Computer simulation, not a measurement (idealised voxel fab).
Presented below is a process module, voxel trench capacitor.
Xsec cut, 285 nm wide, square cell size 5 nm.
Heads up, the way a cross-section reads in here is a grid of square cells, handed over as bands from the top down, with every band being one or more rows of cells.
Basically the band line says how high the top is and how high the bottom is, in nm, and then what's in it from left to right, every material with its width in nm. Empty space shows up as "air", and if a single material carries "all across" it runs the full band edge to edge.
All heights in this document are referenced to 0, defined as the level beneath which the wafer, as received, consists entirely of one material. The lowest band is not bounded below; it extends indefinitely downward and is written in the form "0 -> down".
Think of "30 to 40" as a width that walks from the first number to the second as you go down the band, top row to bottom row, taking equal-sized steps from row to row.
"identical to before" (step): cross-section cells unchanged, all of them.
You'll see "Unvented cavities" listing empty spaces that have no way open to the top, as long as they're 8 cells or more; the notation is width x height at distance, where the distance is from the left edge, and all of it is in nm.
On a step's line, text after the settings is the simulator commenting on that step.
A step line may carry the setting "overlay nm", which, for steps involving a mask, states the distance by which the mask lay to the right of its intended position; negative values denote displacement to the left.

Steps planned for the process:
1,RECEIVE | material Si
2,CONFORMAL_DEP | material SiN | thk nm 10
3,PATTERN | tone open | mask id TRENCH | material resist | width nm 25 | pitch nm 55 | thk nm 20 | overlay nm 0
4,DIRECTIONAL_ETCH | etch materials SiN | depth nm 10
5,DIRECTIONAL_ETCH | etch materials Si | depth nm 40
6,STRIP | etch materials resist
7,CONFORMAL_DEP | material HfO2 | thk nm 5
8,CONFORMAL_DEP | material TiN | thk nm 5
9,FILL_DEP | material W | thk nm 10
10,CMP | height nm 10

First wafer out of two, processed as planned:

The cross-section here shows the wafer as received, i.e. in its state after step 1:
> 0 -> down | Si all across
> Unvented cavities: none

The wafer in cross-section once step 2 is complete:
> 10 -> 0 | SiN all across
> Rest of section, below 0: as before.

The wafer in cross-section once step 3 is complete:
> 30 -> 10 | resist (100), air (25), resist (30), air (25), resist (105)
> Rest of section, below 10: as before.

The wafer in cross-section once step 4 is complete:
> 30 -> 10 | resist (100), air (25), resist (30), air (25), resist (105)
> 10 -> 0 | SiN (100), air (25), SiN (30), air (25), SiN (105)
> Rest of section, below 0: as before.

The wafer in cross-section once step 5 is complete:
> 30 -> 10 | resist (100), air (25), resist (30), air (25), resist (105)
> 10 -> 0 | SiN (100), air (25), SiN (30), air (25), SiN (105)
> 0 -> -40 | Si (100), air (25), Si (30), air (25), Si (105)
> Rest of section, below -40: as before.

The wafer in cross-section once step 6 is complete:
> 10 -> 0 | SiN (100), air (25), SiN (30), air (25), SiN (105)
> Rest of section, below 0: as before.

The wafer in cross-section once step 7 is complete:
> 15 -> 10 | HfO2 (105), air (15), HfO2 (40), air (15), HfO2 (110)
> 10 -> 0 | SiN (100), HfO2 (5), air (15), HfO2 (5), SiN (30), HfO2 (5), air (15), HfO2 (5), SiN (105)
> 0 -> -35 | Si (100), HfO2 (5), air (15), HfO2 (5), Si (30), HfO2 (5), air (15), HfO2 (5), Si (105)
> -35 -> -40 | Si (100), HfO2 (25), Si (30), HfO2 (25), Si (105)
> Rest of section, below -40: as before.

The wafer in cross-section once step 8 is complete:
> 20 -> 15 | TiN (110), air (5), TiN (50), air (5), TiN (115)
> 15 -> 10 | HfO2 (105), TiN (5), air (5), TiN (5), HfO2 (40), TiN (5), air (5), TiN (5), HfO2 (110)
> 10 -> 0 | SiN (100), HfO2 (5), TiN (5), air (5), TiN (5), HfO2 (5), SiN (30), HfO2 (5), TiN (5), air (5), TiN (5), HfO2 (5), SiN (105)
> 0 -> -30 | Si (100), HfO2 (5), TiN (5), air (5), TiN (5), HfO2 (5), Si (30), HfO2 (5), TiN (5), air (5), TiN (5), HfO2 (5), Si (105)
> -30 -> -35 | Si (100), HfO2 (5), TiN (15), HfO2 (5), Si (30), HfO2 (5), TiN (15), HfO2 (5), Si (105)
> Rest of section, below -35: as before.

The wafer in cross-section once step 9 is complete:
> 30 -> 20 | W all across
> 20 -> 15 | TiN (110), W (5), TiN (50), W (5), TiN (115)
> 15 -> 10 | HfO2 (105), TiN (5), W (5), TiN (5), HfO2 (40), TiN (5), W (5), TiN (5), HfO2 (110)
> 10 -> 0 | SiN (100), HfO2 (5), TiN (5), W (5), TiN (5), HfO2 (5), SiN (30), HfO2 (5), TiN (5), W (5), TiN (5), HfO2 (5), SiN (105)
> 0 -> -30 | Si (100), HfO2 (5), TiN (5), W (5), TiN (5), HfO2 (5), Si (30), HfO2 (5), TiN (5), W (5), TiN (5), HfO2 (5), Si (105)
> Rest of section, below -30: as before.

The wafer in cross-section once step 10 is complete:
> 10 -> 0 | SiN (100), HfO2 (5), TiN (5), W (5), TiN (5), HfO2 (5), SiN (30), HfO2 (5), TiN (5), W (5), TiN (5), HfO2 (5), SiN (105)
> Rest of section, below 0: as before.

The second wafer: identical to the first at the outset and in its planned sequence, differing only in that one mistake was made during processing; up to and including step 6, its path is the first wafer's path:

The second wafer cut through, at the time step 7 was supposed to be finished:
> 15 -> 10 | TiN (105), air (15), TiN (40), air (15), TiN (110)
> 10 -> 0 | SiN (100), TiN (5), air (15), TiN (5), SiN (30), TiN (5), air (15), TiN (5), SiN (105)
> 0 -> -35 | Si (100), TiN (5), air (15), TiN (5), Si (30), TiN (5), air (15), TiN (5), Si (105)
> -35 -> -40 | Si (100), TiN (25), Si (30), TiN (25), Si (105)
> Rest of section, below -40: as before.

The second wafer cut through, at the time step 8 was supposed to be finished:
> 20 -> 15 | HfO2 (110), air (5), HfO2 (50), air (5), HfO2 (115)
> 15 -> 10 | TiN (105), HfO2 (5), air (5), HfO2 (5), TiN (40), HfO2 (5), air (5), HfO2 (5), TiN (110)
> 10 -> 0 | SiN (100), TiN (5), HfO2 (5), air (5), HfO2 (5), TiN (5), SiN (30), TiN (5), HfO2 (5), air (5), HfO2 (5), TiN (5), SiN (105)
> 0 -> -30 | Si (100), TiN (5), HfO2 (5), air (5), HfO2 (5), TiN (5), Si (30), TiN (5), HfO2 (5), air (5), HfO2 (5), TiN (5), Si (105)
> -30 -> -35 | Si (100), TiN (5), HfO2 (15), TiN (5), Si (30), TiN (5), HfO2 (15), TiN (5), Si (105)
> Rest of section, below -35: as before.

The second wafer cut through, at the time step 9 was supposed to be finished:
> 30 -> 20 | W all across
> 20 -> 15 | HfO2 (110), W (5), HfO2 (50), W (5), HfO2 (115)
> 15 -> 10 | TiN (105), HfO2 (5), W (5), HfO2 (5), TiN (40), HfO2 (5), W (5), HfO2 (5), TiN (110)
> 10 -> 0 | SiN (100), TiN (5), HfO2 (5), W (5), HfO2 (5), TiN (5), SiN (30), TiN (5), HfO2 (5), W (5), HfO2 (5), TiN (5), SiN (105)
> 0 -> -30 | Si (100), TiN (5), HfO2 (5), W (5), HfO2 (5), TiN (5), Si (30), TiN (5), HfO2 (5), W (5), HfO2 (5), TiN (5), Si (105)
> Rest of section, below -30: as before.

The second wafer cut through, at the time step 10 was supposed to be finished:
> 10 -> 0 | SiN (100), TiN (5), HfO2 (5), W (5), HfO2 (5), TiN (5), SiN (30), TiN (5), HfO2 (5), W (5), HfO2 (5), TiN (5), SiN (105)
> Rest of section, below 0: as before.
Heads up, the wafer didn't run the way we planned it: contrary to the plan, steps 7 and 8 were processed in exchanged order
Count the cells at the end and the second wafer has more or fewer of some materials than the first: 8 fewer of HfO2; 8 more of TiN
